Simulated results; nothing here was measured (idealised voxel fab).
process module | voxel gate over fins
cross-section cut | 210 nm wide | cells 5 nm
A cross-section is a grid of square cells, given in bands from the top down. A band is one or more rows of cells.
Each band's line starts with the height of the band's top and of its bottom, in nm. Then come its materials from left to right, each with its width in nm. One material with "throughout" fills the band from edge to edge. "air" is empty space.
Height 0 is the level under which the wafer as received is all one material. The lowest band goes on downwards, as in "0 down".
A width such as "30 to 40" changes by the same amount from each row of cells to the next, from the band's top row to its bottom row.
"no change" after a step means that no cell of the cross-section changed.
closed voids: empty space of 8 cells or more with no open way to the top, each as width x height at its distance from the left edge, in nm
after a step's settings: what the simulator itself notes on the step
overlay nm, on a step with a mask: how far to the right of its planned place the mask lay; to the left if negative
plan
1 op RECEIVE | material Si
2 op CONFORMAL_DEP | material SiN | thk nm 5
3 op DIRECTIONAL_DEP | material aC | thk nm 10
4 op PATTERN | tone cover | mask id FINS | material resist | width nm 15 | pitch nm 35 | thk nm 30 | overlay nm 0
5 op DIRECTIONAL_ETCH | etch materials aC | depth nm 10
6 op STRIP | etch materials resist
7 op DIRECTIONAL_ETCH | etch materials SiN | depth nm 5
8 op DIRECTIONAL_ETCH | etch materials Si | depth nm 35
9 op STRIP | etch materials aC
10 op OXIDIZE | depth nm 5
11 op FILL_DEP | material SiO2 | thk nm 15
12 op CMP | height nm 5
13 op SELECTIVE_ETCH | etch materials SiO2 | depth nm 20
14 op STRIP | etch materials SiN
15 op CONFORMAL_DEP | material HfO2 | thk nm 5
16 op CONFORMAL_DEP | material TiN | thk nm 5
17 op CONFORMAL_DEP | material TiAl | thk nm 5
18 op CONFORMAL_DEP | material TiN | thk nm 5
19 op FILL_DEP | material W | thk nm 15
20 op CMP | height nm 30
21 op CONFORMAL_DEP | material SiN | thk nm 5
as received, after step 1
  0 down: Si throughout
  closed voids: none
a wafer at the end: this start, this plan, one mistake
  35 to 30: SiN throughout
  30 to 25: W 20 | TiN 170 | W 20
  25 to 20: W 20 | TiN 5 | TiAl 160 | TiN 5 | W 20
  20 to 15: W 20 | TiN 5 | TiAl 5 | TiN 150 | TiAl 5 | TiN 5 | W 20
  15 to 10: TiN 25 | TiAl 5 | TiN 150 | TiAl 5 | TiN 25
  10 to 5: TiAl 30 | TiN 150 | TiAl 30
  5 to 0: TiN 45 | HfO2 15 | TiN 20 | HfO2 15 | TiN 20 | HfO2 15 | TiN 20 | HfO2 15 | TiN 45
  0 to -10: TiN 45 | HfO2 5 | Si 5 | HfO2 5 | TiN 20 | HfO2 5 | Si 5 | HfO2 5 | TiN 20 | HfO2 5 | Si 5 | HfO2 5 | TiN 20 | HfO2 5 | Si 5 | HfO2 5 | TiN 45
  -10 to -15: HfO2 50 | Si 5 | HfO2 30 | Si 5 | HfO2 30 | Si 5 | HfO2 30 | Si 5 | HfO2 50
  -15 to -40: SiO2 50 | Si 5 | SiO2 30 | Si 5 | SiO2 30 | Si 5 | SiO2 30 | Si 5 | SiO2 50
  -40 down: Si throughout
  closed voids: none
what went wrong: step 16 ran as: op CONFORMAL_DEP | material TiN | thk nm 15
